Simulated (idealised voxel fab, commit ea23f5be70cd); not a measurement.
The process module that follows is named voxel capacitor over wiring.
270 nm wide, 5 nm square cells: that's cross-section cut.
Format of a cross-section: grid, square cells. Given as bands. Order: top down. Band: one or more rows of cells. Band: top height; bottom height; in nm. Then, left to right: material with width in nm, for each material. "edge to edge": a single material spanning edge to edge. "air": empty space. Counting heights begins at 0, where everything beneath is, in the wafer as received, one material. The lowest band has no bottom; it goes on downwards, as "0..down" shows. The notation "30 to 40" denotes a width that varies across the rows of cells in the band, beginning at the first number in the top row, finishing at the second number in the bottom row, and changing by an identical amount from each row to the next. Key: "no alteration" - step with no changed cell in the cross-section. In "Enclosed cavity list" the enclosed voids are listed, meaning empty spaces of 8 cells or larger without any opening to the top. The form is width x height at distance, distance from the left edge, units nm. Where a step's line continues beyond its settings, the continuation is a remark by the simulator itself on that step. "overlay nm" answers the question of how far to the right of plan the mask lay on a step that has a mask, and when it is negative the answer is to the left. Read the rest as pairs. Take the cross-section before one process step, then the cross-section after it, which shows only down to the lowest band that changed. Under the pair, find the step between them and its settings. Bear in mind that pairs may come from different runs of this module on the same starting wafer: link a pair to the pair above it only where its entry headed "Pre-step profile" says to.
**Pre-step profile**
100..85 | aC edge to edge
85..75 | TiN edge to edge
75..70 | Al2O3 edge to edge
70..65 | TiN edge to edge
65..50 | 90 of lowk | 5 of TiN | 5 of Cu | 5 of TiN | 165 of lowk
50..45 | 90 of SiCN | 15 of TiN | 165 of SiCN
45..40 | 70 of SiCN | 40 of Ru | 50 of SiCN | 40 of Ru | 70 of SiCN
40..20 | 75 of SiO2 | 5 of TiN | 20 of Ru | 5 of TiN | 60 of SiO2 | 5 of TiN | 20 of Ru | 5 of TiN | 75 of SiO2
20..15 | 75 of SiN | 30 of TiN | 60 of SiN | 30 of TiN | 75 of SiN
15..0 | SiO2 edge to edge
0..down | Si edge to edge
Enclosed cavity list: none
**Sectional View, Post-Process**
135..100 | 90 of air | 70 of resist | 110 of air
Everything under 100 stays put, no change at all.
Enclosed cavity list: none
Which operation links the two cross-sections above? PATTERN: tone cover, mask id UPPER_PLATE, material resist, width nm 70, thk nm 35, overlay nm 0
Pre-step profile: see preceding pair, after cross-section.
**Sectional View, Post-Process**
120..100 | 90 of air | 70 of resist | 110 of air
100..85 | 90 of air | 70 of aC | 110 of air
Everything under 85 stays put, no change at all.
Enclosed cavity list: none
Which operation links the two cross-sections above? DIRECTIONAL_ETCH: etch materials aC, depth nm 15
Pre-step profile: see preceding pair, after cross-section.
**Sectional View, Post-Process**
100..85 | 90 of air | 70 of aC | 110 of air
Everything under 85 stays put, no change at all.
Enclosed cavity list: none
Which operation links the two cross-sections above? STRIP: etch materials resist
Pre-step profile: see preceding pair, after cross-section.
**Sectional View, Post-Process**
100..85 | 90 of air | 70 of aC | 110 of air
85..75 | 90 of air | 70 of TiN | 110 of air
Everything under 75 stays put, no change at all.
Enclosed cavity list: none
Which operation links the two cross-sections above? DIRECTIONAL_ETCH: etch materials TiN, depth nm 10
Pre-step profile: see preceding pair, after cross-section.
**Sectional View, Post-Process**
100..85 | 90 of air | 70 of aC | 110 of air
85..75 | 90 of air | 70 of TiN | 110 of air
75..70 | 90 of air | 70 of Al2O3 | 110 of air
Everything under 70 stays put, no change at all.
Enclosed cavity list: none
Which operation links the two cross-sections above? DIRECTIONAL_ETCH: etch materials Al2O3, depth nm 5
Pre-step profile: see preceding pair, after cross-section.
**Sectional View, Post-Process**
85..75 | 90 of air | 70 of TiN | 110 of air
Everything under 75 stays put, no change at all.
Enclosed cavity list: none
Which operation links the two cross-sections above? STRIP: etch materials aC
Pre-step profile: see preceding pair, after cross-section.
**Sectional View, Post-Process**
105..85 | 85 of air | 75 of resist | 110 of air
85..75 | 85 of air | 5 of resist | 70 of TiN | 110 of air
75..70 | 85 of air | 5 of resist | 70 of Al2O3 | 110 of air
Everything under 70 stays put, no change at all.
Enclosed cavity list: none
Which operation links the two cross-sections above? PATTERN: tone cover, mask id LOWER_PLATE, material resist, width nm 75, thk nm 20, overlay nm 0
Pre-step profile: see preceding pair, after cross-section.
**Sectional View, Post-Process**
105..85 | 85 of air | 75 of resist | 110 of air
85..75 | 85 of air | 5 of resist | 70 of TiN | 110 of air
75..70 | 85 of air | 5 of resist | 70 of Al2O3 | 110 of air
70..65 | 85 of air | 75 of TiN | 110 of air
Everything under 65 stays put, no change at all.
Enclosed cavity list: none
Which operation links the two cross-sections above? DIRECTIONAL_ETCH: etch materials TiN, depth nm 5
Pre-step profile: see preceding pair, after cross-section.
**Sectional View, Post-Process**
85..75 | 90 of air | 70 of TiN | 110 of air
75..70 | 90 of air | 70 of Al2O3 | 110 of air
Everything under 70 stays put, no change at all.
Enclosed cavity list: none
Which operation links the two cross-sections above? STRIP: etch materials resist
Pre-step profile: see preceding pair, after cross-section.
**Sectional View, Post-Process**
100..85 | SiO2 edge to edge
85..75 | 90 of SiO2 | 70 of TiN | 110 of SiO2
75..70 | 90 of SiO2 | 70 of Al2O3 | 110 of SiO2
70..65 | 85 of SiO2 | 75 of TiN | 110 of SiO2
Everything under 65 stays put, no change at all.
Enclosed cavity list: none
Which operation links the two cross-sections above? FILL_DEP: material SiO2, thk nm 15
Pre-step profile: see preceding pair, after cross-section.
**Sectional View, Post-Process**
95..85 | SiO2 edge to edge
Everything under 85 stays put, no change at all.
Enclosed cavity list: none
Which operation links the two cross-sections above? CMP: height nm 95
Pre-step profile: see preceding pair, after cross-section.
**Sectional View, Post-Process**
95..85 | 100 of SiO2 | 15 of air | 155 of SiO2
Everything under 85 stays put, no change at all.
Enclosed cavity list: none
Which operation links the two cross-sections above? MASKED_ETCH: tone open, mask id PLUG_2, width nm 15, etch materials SiO2, depth nm 10, overlay nm 0
Pre-step profile: see preceding pair, after cross-section.
**Sectional View, Post-Process**
100..95 | 105 of TiN | 5 of air | 160 of TiN
95..90 | 100 of SiO2 | 5 of TiN | 5 of air | 5 of TiN | 155 of SiO2
90..85 | 100 of SiO2 | 15 of TiN | 155 of SiO2
Everything under 85 stays put, no change at all.
Enclosed cavity list: none
Which operation links the two cross-sections above? CONFORMAL_DEP: material TiN, thk nm 5
Pre-step profile: see preceding pair, after cross-section.
**Sectional View, Post-Process**
110..100 | Cu edge to edge
100..95 | 105 of TiN | 5 of Cu | 160 of TiN
95..90 | 100 of SiO2 | 5 of TiN | 5 of Cu | 5 of TiN | 155 of SiO2
Everything under 90 stays put, no change at all.
Enclosed cavity list: none
Which operation links the two cross-sections above? FILL_DEP: material Cu, thk nm 10
Pre-step profile: see preceding pair, after cross-section.
**Sectional View, Post-Process**
95..90 | 100 of SiO2 | 5 of TiN | 5 of Cu | 5 of TiN | 155 of SiO2
Everything under 90 stays put, no change at all.
Enclosed cavity list: none
Which operation links the two cross-sections above? CMP: height nm 95
Pre-step profile: see preceding pair, after cross-section.
**Sectional View, Post-Process**
100..95 | SiCN edge to edge
Everything under 95 stays put, no change at all.
Enclosed cavity list: none
Which operation links the two cross-sections above? CONFORMAL_DEP: material SiCN, thk nm 5
**Pre-step profile**
40..20 | SiO2 edge to edge
20..15 | SiN edge to edge
15..0 | SiO2 edge to edge
0..down | Si edge to edge
Enclosed cavity list: none
**Sectional View, Post-Process**
60..40 | 85 of resist | 30 of air | 60 of resist | 30 of air | 65 of resist
Everything under 40 stays put, no change at all.
Enclosed cavity list: none
Which operation links the two cross-sections above? PATTERN: tone open, mask id METAL_1, material resist, width nm 30, pitch nm 90, thk nm 20, overlay nm 10
Pre-step profile: see preceding pair, after cross-section.
**Sectional View, Post-Process**
60..40 | 85 of resist | 30 of air | 60 of resist | 30 of air | 65 of resist
40..20 | 85 of SiO2 | 30 of air | 60 of SiO2 | 30 of air | 65 of SiO2
Everything under 20 stays put, no change at all.
Enclosed cavity list: none
Which operation links the two cross-sections above? DIRECTIONAL_ETCH: etch materials SiO2, depth nm 20
Pre-step profile: see preceding pair, after cross-section.
**Sectional View, Post-Process**
60..40 | 85 of resist | 30 of air | 60 of resist | 30 of air | 65 of resist
40..20 | 85 of SiO2 | 30 of air | 60 of SiO2 | 30 of air | 65 of SiO2
20..15 | 85 of SiN | 30 of air | 60 of SiN | 30 of air | 65 of SiN
Everything under 15 stays put, no change at all.
Enclosed cavity list: none
Which operation links the two cross-sections above? DIRECTIONAL_ETCH: etch materials SiN, depth nm 5
Pre-step profile: see preceding pair, after cross-section.
**Sectional View, Post-Process**
40..20 | 85 of SiO2 | 30 of air | 60 of SiO2 | 30 of air | 65 of SiO2
Everything under 20 stays put, no change at all.
Enclosed cavity list: none
Which operation links the two cross-sections above? STRIP: etch materials resist
Pre-step profile: see preceding pair, after cross-section.
**Sectional View, Post-Process**
45..40 | 90 of TiN | 20 of air | 70 of TiN | 20 of air | 70 of TiN
40..20 | 85 of SiO2 | 5 of TiN | 20 of air | 5 of TiN | 60 of SiO2 | 5 of TiN | 20 of air | 5 of TiN | 65 of SiO2
20..15 | 85 of SiN | 30 of TiN | 60 of SiN | 30 of TiN | 65 of SiN
Everything under 15 stays put, no change at all.
Enclosed cavity list: none
Which operation links the two cross-sections above? CONFORMAL_DEP: material TiN, thk nm 5
Pre-step profile: see preceding pair, after cross-section.
**Sectional View, Post-Process**
55..45 | Ru edge to edge
45..40 | 90 of TiN | 20 of Ru | 70 of TiN | 20 of Ru | 70 of TiN
40..20 | 85 of SiO2 | 5 of TiN | 20 of Ru | 5 of TiN | 60 of SiO2 | 5 of TiN | 20 of Ru | 5 of TiN | 65 of SiO2
Everything under 20 stays put, no change at all.
Enclosed cavity list: none
Which operation links the two cross-sections above? FILL_DEP: material Ru, thk nm 10
Pre-step profile: see preceding pair, after cross-section.
**Sectional View, Post-Process**
40..20 | 85 of SiO2 | 5 of TiN | 20 of Ru | 5 of TiN | 60 of SiO2 | 5 of TiN | 20 of Ru | 5 of TiN | 65 of SiO2
Everything under 20 stays put, no change at all.
Enclosed cavity list: none
Which operation links the two cross-sections above? CMP: height nm 40
Pre-step profile: see preceding pair, after cross-section.
**Sectional View, Post-Process**
45..40 | 80 of air | 40 of Ru | 50 of air | 40 of Ru | 60 of air
Everything under 40 stays put, no change at all.
Enclosed cavity list: none
Which operation links the two cross-sections above? EPI: material Ru, thk nm 5
Pre-step profile: see preceding pair, after cross-section.
**Sectional View, Post-Process**
50..45 | SiCN edge to edge
45..40 | 80 of SiCN | 40 of Ru | 50 of SiCN | 40 of Ru | 60 of SiCN
Everything under 40 stays put, no change at all.
Enclosed cavity list: none
Which operation links the two cross-sections above? FILL_DEP: material SiCN, thk nm 5
Pre-step profile: see preceding pair, after cross-section.
**Sectional View, Post-Process**
65..50 | lowk edge to edge
Everything under 50 stays put, no change at all.
Enclosed cavity list: none
Which operation links the two cross-sections above? DIRECTIONAL_DEP: material lowk, thk nm 15
Pre-step profile: see preceding pair, after cross-section.
**Sectional View, Post-Process**
75..65 | aC edge to edge
Everything under 65 stays put, no change at all.
Enclosed cavity list: none
Which operation links the two cross-sections above? DIRECTIONAL_DEP: material aC, thk nm 10
Pre-step profile: see preceding pair, after cross-section.
**Sectional View, Post-Process**
100..75 | 90 of resist | 15 of air | 165 of resist
Everything under 75 stays put, no change at all.
Enclosed cavity list: none
Which operation links the two cross-sections above? PATTERN: tone open, mask id PLUG_1, material resist, width nm 15, thk nm 25, overlay nm 0
Pre-step profile: see preceding pair, after cross-section.
**Sectional View, Post-Process**
90..75 | 90 of resist | 15 of air | 165 of resist
75..65 | 90 of aC | 15 of air | 165 of aC
Everything under 65 stays put, no change at all.
Enclosed cavity list: none
Which operation links the two cross-sections above? DIRECTIONAL_ETCH: etch materials aC, depth nm 10
Pre-step profile: see preceding pair, after cross-section.
**Sectional View, Post-Process**
75..65 | 90 of aC | 15 of air | 165 of aC
Everything under 65 stays put, no change at all.
Enclosed cavity list: none
Which operation links the two cross-sections above? STRIP: etch materials resist
Pre-step profile: see preceding pair, after cross-section.
**Sectional View, Post-Process**
75..65 | 90 of aC | 15 of air | 165 of aC
65..50 | 90 of lowk | 15 of air | 165 of lowk
Everything under 50 stays put, no change at all.
Enclosed cavity list: none
Which operation links the two cross-sections above? DIRECTIONAL_ETCH: etch materials lowk, depth nm 15
Pre-step profile: see preceding pair, after cross-section.
**Sectional View, Post-Process**
75..65 | 90 of aC | 15 of air | 165 of aC
65..50 | 90 of lowk | 15 of air | 165 of lowk
50..45 | 90 of SiCN | 15 of air | 165 of SiCN
Everything under 45 stays put, no change at all.
Enclosed cavity list: none
Which operation links the two cross-sections above? DIRECTIONAL_ETCH: etch materials SiCN, depth nm 5
Pre-step profile: see preceding pair, after cross-section.
**Sectional View, Post-Process**
65..50 | 90 of lowk | 15 of air | 165 of lowk
Everything under 50 stays put, no change at all.
Enclosed cavity list: none
Which operation links the two cross-sections above? STRIP: etch materials aC
Pre-step profile: see preceding pair, after cross-section.
**Sectional View, Post-Process**
70..65 | 95 of TiN | 5 of air | 170 of TiN
65..50 | 90 of lowk | 5 of TiN | 5 of air | 5 of TiN | 165 of lowk
50..45 | 90 of SiCN | 15 of TiN | 165 of SiCN
Everything under 45 stays put, no change at all.
Enclosed cavity list: none
Which operation links the two cross-sections above? CONFORMAL_DEP: material TiN, thk nm 5
Pre-step profile: see preceding pair, after cross-section.
**Sectional View, Post-Process**
75..70 | Cu edge to edge
70..65 | 95 of TiN | 5 of Cu | 170 of TiN
65..50 | 90 of lowk | 5 of TiN | 5 of Cu | 5 of TiN | 165 of lowk
Everything under 50 stays put, no change at all.
Enclosed cavity list: none
Which operation links the two cross-sections above? FILL_DEP: material Cu, thk nm 5
Pre-step profile: see preceding pair, after cross-section.
**Sectional View, Post-Process**
65..50 | 90 of lowk | 5 of TiN | 5 of Cu | 5 of TiN | 165 of lowk
Everything under 50 stays put, no change at all.
Enclosed cavity list: none
Which operation links the two cross-sections above? CMP: height nm 65
Pre-step profile: see preceding pair, after cross-section.
**Sectional View, Post-Process**
70..65 | TiN edge to edge
Everything under 65 stays put, no change at all.
Enclosed cavity list: none
Which operation links the two cross-sections above? DIRECTIONAL_DEP: material TiN, thk nm 5
Pre-step profile: see preceding pair, after cross-section.
**Sectional View, Post-Process**
75..70 | Al2O3 edge to edge
Everything under 70 stays put, no change at all.
Enclosed cavity list: none
Which operation links the two cross-sections above? DIRECTIONAL_DEP: material Al2O3, thk nm 5
Pre-step profile: see preceding pair, after cross-section.
**Sectional View, Post-Process**
85..75 | TiN edge to edge
Everything under 75 stays put, no change at all.
Enclosed cavity list: none
Which operation links the two cross-sections above? DIRECTIONAL_DEP: material TiN, thk nm 10
Pre-step profile: see preceding pair, after cross-section.
**Sectional View, Post-Process**
100..85 | aC edge to edge
Everything under 85 stays put, no change at all.
Enclosed cavity list: none
Which operation links the two cross-sections above? DIRECTIONAL_DEP: material aC, thk nm 15
Pre-step profile: see preceding pair, after cross-section.
**Sectional View, Post-Process**
135..100 | 90 of air | 65 of resist | 115 of air
Everything under 100 stays put, no change at all.
Enclosed cavity list: none
Which operation links the two cross-sections above? PATTERN: tone cover, mask id UPPER_PLATE, material resist, width nm 65, thk nm 35, overlay nm 0
Pre-step profile: see preceding pair, after cross-section.
**Sectional View, Post-Process**
120..100 | 90 of air | 65 of resist | 115 of air
100..85 | 90 of air | 65 of aC | 115 of air
Everything under 85 stays put, no change at all.
Enclosed cavity list: none
Which operation links the two cross-sections above? DIRECTIONAL_ETCH: etch materials aC, depth nm 15
Pre-step profile: see preceding pair, after cross-section.
**Sectional View, Post-Process**
100..85 | 90 of air | 65 of aC | 115 of air
Everything under 85 stays put, no change at all.
Enclosed cavity list: none
Which operation links the two cross-sections above? STRIP: etch materials resist
Pre-step profile: see preceding pair, after cross-section.
**Sectional View, Post-Process**
100..85 | 90 of air | 65 of aC | 115 of air
85..75 | 90 of air | 65 of TiN | 115 of air
Everything under 75 stays put, no change at all.
Enclosed cavity list: none
Which operation links the two cross-sections above? DIRECTIONAL_ETCH: etch materials TiN, depth nm 10
Pre-step profile: see preceding pair, after cross-section.
**Sectional View, Post-Process**
100..85 | 90 of air | 65 of aC | 115 of air
85..75 | 90 of air | 65 of TiN | 115 of air
75..70 | 90 of air | 65 of Al2O3 | 115 of air
Everything under 70 stays put, no change at all.
Enclosed cavity list: none
Which operation links the two cross-sections above? DIRECTIONAL_ETCH: etch materials Al2O3, depth nm 5
Pre-step profile: see preceding pair, after cross-section.
**Sectional View, Post-Process**
85..75 | 90 of air | 65 of TiN | 115 of air
Everything under 75 stays put, no change at all.
Enclosed cavity list: none
Which operation links the two cross-sections above? STRIP: etch materials aC
Pre-step profile: see preceding pair, after cross-section.
**Sectional View, Post-Process**
105..85 | 85 of air | 75 of resist | 110 of air
85..75 | 85 of air | 5 of resist | 65 of TiN | 5 of resist | 110 of air
75..70 | 85 of air | 5 of resist | 65 of Al2O3 | 5 of resist | 110 of air
Everything under 70 stays put, no change at all.
Enclosed cavity list: none
Which operation links the two cross-sections above? PATTERN: tone cover, mask id LOWER_PLATE, material resist, width nm 75, thk nm 20, overlay nm 0
Pre-step profile: see preceding pair, after cross-section.
**Sectional View, Post-Process**
105..85 | 85 of air | 75 of resist | 110 of air
85..75 | 85 of air | 5 of resist | 65 of TiN | 5 of resist | 110 of air
75..70 | 85 of air | 5 of resist | 65 of Al2O3 | 5 of resist | 110 of air
70..65 | 85 of air | 75 of TiN | 110 of air
Everything under 65 stays put, no change at all.
Enclosed cavity list: none
Which operation links the two cross-sections above? DIRECTIONAL_ETCH: etch materials TiN, depth nm 5
Pre-step profile: see preceding pair, after cross-section.
**Sectional View, Post-Process**
85..75 | 90 of air | 65 of TiN | 115 of air
75..70 | 90 of air | 65 of Al2O3 | 115 of air
Everything under 70 stays put, no change at all.
Enclosed cavity list: none
Which operation links the two cross-sections above? STRIP: etch materials resist
Pre-step profile: see preceding pair, after cross-section.
**Sectional View, Post-Process**
100..85 | SiO2 edge to edge
85..75 | 90 of SiO2 | 65 of TiN | 115 of SiO2
75..70 | 90 of SiO2 | 65 of Al2O3 | 115 of SiO2
70..65 | 85 of SiO2 | 75 of TiN | 110 of SiO2
Everything under 65 stays put, no change at all.
Enclosed cavity list: none
Which operation links the two cross-sections above? FILL_DEP: material SiO2, thk nm 15
Pre-step profile: see preceding pair, after cross-section.
**Sectional View, Post-Process**
95..85 | SiO2 edge to edge
Everything under 85 stays put, no change at all.
Enclosed cavity list: none
Which operation links the two cross-sections above? CMP: height nm 95
Pre-step profile: see preceding pair, after cross-section.
**Sectional View, Post-Process**
95..85 | 100 of SiO2 | 15 of air | 155 of SiO2
Everything under 85 stays put, no change at all.
Enclosed cavity list: none
Which operation links the two cross-sections above? MASKED_ETCH: tone open, mask id PLUG_2, width nm 15, etch materials SiO2, depth nm 10, overlay nm 0
Pre-step profile: see preceding pair, after cross-section.
**Sectional View, Post-Process**
100..95 | 105 of TiN | 5 of air | 160 of TiN
95..90 | 100 of SiO2 | 5 of TiN | 5 of air | 5 of TiN | 155 of SiO2
90..85 | 100 of SiO2 | 15 of TiN | 155 of SiO2
Everything under 85 stays put, no change at all.
Enclosed cavity list: none
Which operation links the two cross-sections above? CONFORMAL_DEP: material TiN, thk nm 5
Pre-step profile: see preceding pair, after cross-section.
**Sectional View, Post-Process**
110..100 | Cu edge to edge
100..95 | 105 of TiN | 5 of Cu | 160 of TiN
95..90 | 100 of SiO2 | 5 of TiN | 5 of Cu | 5 of TiN | 155 of SiO2
Everything under 90 stays put, no change at all.
Enclosed cavity list: none
Which operation links the two cross-sections above? FILL_DEP: material Cu, thk nm 10
Pre-step profile: see preceding pair, after cross-section.
**Sectional View, Post-Process**
95..90 | 100 of SiO2 | 5 of TiN | 5 of Cu | 5 of TiN | 155 of SiO2
Everything under 90 stays put, no change at all.
Enclosed cavity list: none
Which operation links the two cross-sections above? CMP: height nm 95
Pre-step profile: see preceding pair, after cross-section.
**Sectional View, Post-Process**
100..95 | SiCN edge to edge
Everything under 95 stays put, no change at all.
Enclosed cavity list: none
Which operation links the two cross-sections above? CONFORMAL_DEP: material SiCN, thk nm 5
**Pre-step profile**
15..0 | SiO2 edge to edge
0..down | Si edge to edge
Enclosed cavity list: none
**Sectional View, Post-Process**
20..0 | SiO2 edge to edge
Everything under 0 stays put, no change at all.
Enclosed cavity list: none
Which operation links the two cross-sections above? CONFORMAL_DEP: material SiO2, thk nm 5
Pre-step profile: see preceding pair, after cross-section.
**Sectional View, Post-Process**
40..0 | SiO2 edge to edge
Everything under 0 stays put, no change at all.
Enclosed cavity list: none
Which operation links the two cross-sections above? DIRECTIONAL_DEP: material SiO2, thk nm 20
Pre-step profile: see preceding pair, after cross-section.
**Sectional View, Post-Process**
60..40 | 75 of resist | 30 of air | 60 of resist | 30 of air | 75 of resist
Everything under 40 stays put, no change at all.
Enclosed cavity list: none
Which operation links the two cross-sections above? PATTERN: tone open, mask id METAL_1, material resist, width nm 30, pitch nm 90, thk nm 20, overlay nm 0
Pre-step profile: see preceding pair, after cross-section.
**Sectional View, Post-Process**
60..40 | 75 of resist | 30 of air | 60 of resist | 30 of air | 75 of resist
40..20 | 75 of SiO2 | 30 of air | 60 of SiO2 | 30 of air | 75 of SiO2
Everything under 20 stays put, no change at all.
Enclosed cavity list: none
Which operation links the two cross-sections above? DIRECTIONAL_ETCH: etch materials SiO2, depth nm 20
Pre-step profile: see preceding pair, after cross-section.
**Sectional View, Post-Process**
40..20 | 75 of SiO2 | 30 of air | 60 of SiO2 | 30 of air | 75 of SiO2
Everything under 20 stays put, no change at all.
Enclosed cavity list: none
Which operation links the two cross-sections above? STRIP: etch materials resist
Pre-step profile: see preceding pair, after cross-section.
**Sectional View, Post-Process**
45..40 | 80 of TiN | 20 of air | 70 of TiN | 20 of air | 80 of TiN
40..25 | 75 of SiO2 | 5 of TiN | 20 of air | 5 of TiN | 60 of SiO2 | 5 of TiN | 20 of air | 5 of TiN | 75 of SiO2
25..20 | 75 of SiO2 | 30 of TiN | 60 of SiO2 | 30 of TiN | 75 of SiO2
Everything under 20 stays put, no change at all.
Enclosed cavity list: none
Which operation links the two cross-sections above? CONFORMAL_DEP: material TiN, thk nm 5
Pre-step profile: see preceding pair, after cross-section.
**Sectional View, Post-Process**
55..45 | Ru edge to edge
45..40 | 80 of TiN | 20 of Ru | 70 of TiN | 20 of Ru | 80 of TiN
40..25 | 75 of SiO2 | 5 of TiN | 20 of Ru | 5 of TiN | 60 of SiO2 | 5 of TiN | 20 of Ru | 5 of TiN | 75 of SiO2
Everything under 25 stays put, no change at all.
Enclosed cavity list: none
Which operation links the two cross-sections above? FILL_DEP: material Ru, thk nm 10
Pre-step profile: see preceding pair, after cross-section.
**Sectional View, Post-Process**
40..25 | 75 of SiO2 | 5 of TiN | 20 of Ru | 5 of TiN | 60 of SiO2 | 5 of TiN | 20 of Ru | 5 of TiN | 75 of SiO2
Everything under 25 stays put, no change at all.
Enclosed cavity list: none
Which operation links the two cross-sections above? CMP: height nm 40
Pre-step profile: see preceding pair, after cross-section.
**Sectional View, Post-Process**
45..40 | 70 of air | 40 of Ru | 50 of air | 40 of Ru | 70 of air
Everything under 40 stays put, no change at all.
Enclosed cavity list: none
Which operation links the two cross-sections above? EPI: material Ru, thk nm 5
Pre-step profile: see preceding pair, after cross-section.
**Sectional View, Post-Process**
50..45 | SiCN edge to edge
45..40 | 70 of SiCN | 40 of Ru | 50 of SiCN | 40 of Ru | 70 of SiCN
Everything under 40 stays put, no change at all.
Enclosed cavity list: none
Which operation links the two cross-sections above? FILL_DEP: material SiCN, thk nm 5
Pre-step profile: see preceding pair, after cross-section.
**Sectional View, Post-Process**
65..50 | lowk edge to edge
Everything under 50 stays put, no change at all.
Enclosed cavity list: none
Which operation links the two cross-sections above? DIRECTIONAL_DEP: material lowk, thk nm 15
Pre-step profile: see preceding pair, after cross-section.
**Sectional View, Post-Process**
75..65 | aC edge to edge
Everything under 65 stays put, no change at all.
Enclosed cavity list: none
Which operation links the two cross-sections above? DIRECTIONAL_DEP: material aC, thk nm 10
Pre-step profile: see preceding pair, after cross-section.
**Sectional View, Post-Process**
100..75 | 90 of resist | 15 of air | 165 of resist
Everything under 75 stays put, no change at all.
Enclosed cavity list: none
Which operation links the two cross-sections above? PATTERN: tone open, mask id PLUG_1, material resist, width nm 15, thk nm 25, overlay nm 0
Pre-step profile: see preceding pair, after cross-section.
**Sectional View, Post-Process**
90..75 | 90 of resist | 15 of air | 165 of resist
75..65 | 90 of aC | 15 of air | 165 of aC
Everything under 65 stays put, no change at all.
Enclosed cavity list: none
Which operation links the two cross-sections above? DIRECTIONAL_ETCH: etch materials aC, depth nm 10
Pre-step profile: see preceding pair, after cross-section.
**Sectional View, Post-Process**
75..65 | 90 of aC | 15 of air | 165 of aC
Everything under 65 stays put, no change at all.
Enclosed cavity list: none
Which operation links the two cross-sections above? STRIP: etch materials resist
Pre-step profile: see preceding pair, after cross-section.
**Sectional View, Post-Process**
75..65 | 90 of aC | 15 of air | 165 of aC
65..50 | 90 of lowk | 15 of air | 165 of lowk
Everything under 50 stays put, no change at all.
Enclosed cavity list: none
Which operation links the two cross-sections above? DIRECTIONAL_ETCH: etch materials lowk, depth nm 15
Pre-step profile: see preceding pair, after cross-section.
**Sectional View, Post-Process**
75..65 | 90 of aC | 15 of air | 165 of aC
65..50 | 90 of lowk | 15 of air | 165 of lowk
50..45 | 90 of SiCN | 15 of air | 165 of SiCN
Everything under 45 stays put, no change at all.
Enclosed cavity list: none
Which operation links the two cross-sections above? DIRECTIONAL_ETCH: etch materials SiCN, depth nm 5
Pre-step profile: see preceding pair, after cross-section.
**Sectional View, Post-Process**
65..50 | 90 of lowk | 15 of air | 165 of lowk
Everything under 50 stays put, no change at all.
Enclosed cavity list: none
Which operation links the two cross-sections above? STRIP: etch materials aC
Pre-step profile: see preceding pair, after cross-section.
**Sectional View, Post-Process**
70..65 | 95 of TiN | 5 of air | 170 of TiN
65..50 | 90 of lowk | 5 of TiN | 5 of air | 5 of TiN | 165 of lowk
50..45 | 90 of SiCN | 15 of TiN | 165 of SiCN
Everything under 45 stays put, no change at all.
Enclosed cavity list: none
Which operation links the two cross-sections above? CONFORMAL_DEP: material TiN, thk nm 5
Pre-step profile: see preceding pair, after cross-section.
**Sectional View, Post-Process**
75..70 | Cu edge to edge
70..65 | 95 of TiN | 5 of Cu | 170 of TiN
65..50 | 90 of lowk | 5 of TiN | 5 of Cu | 5 of TiN | 165 of lowk
Everything under 50 stays put, no change at all.
Enclosed cavity list: none
Which operation links the two cross-sections above? FILL_DEP: material Cu, thk nm 5
Pre-step profile: see preceding pair, after cross-section.
**Sectional View, Post-Process**
65..50 | 90 of lowk | 5 of TiN | 5 of Cu | 5 of TiN | 165 of lowk
Everything under 50 stays put, no change at all.
Enclosed cavity list: none
Which operation links the two cross-sections above? CMP: height nm 65
Pre-step profile: see preceding pair, after cross-section.
**Sectional View, Post-Process**
70..65 | TiN edge to edge
Everything under 65 stays put, no change at all.
Enclosed cavity list: none
Which operation links the two cross-sections above? DIRECTIONAL_DEP: material TiN, thk nm 5
Pre-step profile: see preceding pair, after cross-section.
**Sectional View, Post-Process**
75..70 | Al2O3 edge to edge
Everything under 70 stays put, no change at all.
Enclosed cavity list: none
Which operation links the two cross-sections above? DIRECTIONAL_DEP: material Al2O3, thk nm 5
Pre-step profile: see preceding pair, after cross-section.
**Sectional View, Post-Process**
85..75 | TiN edge to edge
Everything under 75 stays put, no change at all.
Enclosed cavity list: none
Which operation links the two cross-sections above? DIRECTIONAL_DEP: material TiN, thk nm 10
Pre-step profile: see preceding pair, after cross-section.
**Sectional View, Post-Process**
100..85 | aC edge to edge
Everything under 85 stays put, no change at all.
Enclosed cavity list: none
Which operation links the two cross-sections above? DIRECTIONAL_DEP: material aC, thk nm 15
Pre-step profile: see preceding pair, after cross-section.
**Sectional View, Post-Process**
135..100 | 90 of air | 65 of resist | 115 of air
Everything under 100 stays put, no change at all.
Enclosed cavity list: none
Which operation links the two cross-sections above? PATTERN: tone cover, mask id UPPER_PLATE, material resist, width nm 65, thk nm 35, overlay nm 0
Pre-step profile: see preceding pair, after cross-section.
**Sectional View, Post-Process**
120..100 | 90 of air | 65 of resist | 115 of air
100..85 | 90 of air | 65 of aC | 115 of air
Everything under 85 stays put, no change at all.
Enclosed cavity list: none
Which operation links the two cross-sections above? DIRECTIONAL_ETCH: etch materials aC, depth nm 15
Pre-step profile: see preceding pair, after cross-section.
**Sectional View, Post-Process**
100..85 | 90 of air | 65 of aC | 115 of air
Everything under 85 stays put, no change at all.
Enclosed cavity list: none
Which operation links the two cross-sections above? STRIP: etch materials resist
Pre-step profile: see preceding pair, after cross-section.
**Sectional View, Post-Process**
100..85 | 90 of air | 65 of aC | 115 of air
85..75 | 90 of air | 65 of TiN | 115 of air
Everything under 75 stays put, no change at all.
Enclosed cavity list: none
Which operation links the two cross-sections above? DIRECTIONAL_ETCH: etch materials TiN, depth nm 10
Pre-step profile: see preceding pair, after cross-section.
**Sectional View, Post-Process**
100..85 | 90 of air | 65 of aC | 115 of air
85..75 | 90 of air | 65 of TiN | 115 of air
75..70 | 90 of air | 65 of Al2O3 | 115 of air
Everything under 70 stays put, no change at all.
Enclosed cavity list: none
Which operation links the two cross-sections above? DIRECTIONAL_ETCH: etch materials Al2O3, depth nm 5
Pre-step profile: see preceding pair, after cross-section.
**Sectional View, Post-Process**
85..75 | 90 of air | 65 of TiN | 115 of air
Everything under 75 stays put, no change at all.
Enclosed cavity list: none
Which operation links the two cross-sections above? STRIP: etch materials aC
Pre-step profile: see preceding pair, after cross-section.
**Sectional View, Post-Process**
105..85 | 85 of air | 75 of resist | 110 of air
85..75 | 85 of air | 5 of resist | 65 of TiN | 5 of resist | 110 of air
75..70 | 85 of air | 5 of resist | 65 of Al2O3 | 5 of resist | 110 of air
Everything under 70 stays put, no change at all.
Enclosed cavity list: none
Which operation links the two cross-sections above? PATTERN: tone cover, mask id LOWER_PLATE, material resist, width nm 75, thk nm 20, overlay nm 0
